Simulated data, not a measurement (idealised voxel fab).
process module | voxel trench capacitor
cross-section cut | 160 nm wide | cells 5 nm
A cross-section is a grid of square cells, given in bands from the top down. A band is one or more rows of cells.
Each band's line starts with the height of the band's top and of its bottom, in nm. Then come its materials from left to right, each with its width in nm. One material with "throughout" fills the band from edge to edge. "air" is empty space.
Height 0 is the level under which the wafer as received is all one material. The lowest band goes on downwards, as in "0 down".
A width such as "30 to 40" changes by the same amount from each row of cells to the next, from the band's top row to its bottom row.
"no change" after a step means that no cell of the cross-section changed.
closed voids: empty space of 8 cells or more with no open way to the top, each as width x height at its distance from the left edge, in nm
after a step's settings: what the simulator itself notes on the step
overlay nm, on a step with a mask: how far to the right of its planned place the mask lay; to the left if negative
plan
1 op RECEIVE | material Si
2 op CONFORMAL_DEP | material SiN | thk nm 5
3 op DIRECTIONAL_DEP | material aC | thk nm 15
4 op PATTERN | tone open | mask id TRENCH | material resist | width nm 25 | pitch nm 45 | thk nm 35 | overlay nm 0
5 op DIRECTIONAL_ETCH | etch materials aC | depth nm 15
6 op STRIP | etch materials resist
7 op DIRECTIONAL_ETCH | etch materials SiN | depth nm 5
8 op DIRECTIONAL_ETCH | etch materials Si | depth nm 30
9 op STRIP | etch materials aC
10 op CONFORMAL_DEP | material Al2O3 | thk nm 5
11 op CONFORMAL_DEP | material TiN | thk nm 5
12 op FILL_DEP | material W | thk nm 10
13 op CMP | height nm 5
as received, after step 1
  0 down: Si throughout
  closed voids: none
first wafer at the end, as planned
  5 to 0: SiN 45 | Al2O3 5 | TiN 5 | W 5 | TiN 5 | Al2O3 5 | SiN 20 | Al2O3 5 | TiN 5 | W 5 | TiN 5 | Al2O3 5 | SiN 45
  0 to -20: Si 45 | Al2O3 5 | TiN 5 | W 5 | TiN 5 | Al2O3 5 | Si 20 | Al2O3 5 | TiN 5 | W 5 | TiN 5 | Al2O3 5 | Si 45
  -20 to -25: Si 45 | Al2O3 5 | TiN 15 | Al2O3 5 | Si 20 | Al2O3 5 | TiN 15 | Al2O3 5 | Si 45
  -25 to -30: Si 45 | Al2O3 25 | Si 20 | Al2O3 25 | Si 45
  -30 down: Si throughout
  closed voids: none
second wafer at the end: like start, like plan, one mistake
  5 to 0: SiN 50 | Al2O3 5 | TiN 5 | Al2O3 5 | SiN 30 | Al2O3 5 | TiN 5 | Al2O3 5 | SiN 50
  0 to -25: Si 50 | Al2O3 5 | TiN 5 | Al2O3 5 | Si 30 | Al2O3 5 | TiN 5 | Al2O3 5 | Si 50
  -25 to -30: Si 50 | Al2O3 15 | Si 30 | Al2O3 15 | Si 50
  -30 down: Si throughout
  closed voids: none
what went wrong: step 4 ran as: op PATTERN | tone open | mask id TRENCH | material resist | width nm 15 | pitch nm 45 | thk nm 35 | overlay nm 0
at the end the second wafer has, in cells: 4 fewer of Al2O3 | 24 more of Si | 4 more of SiN | 14 fewer of TiN | 10 fewer of W
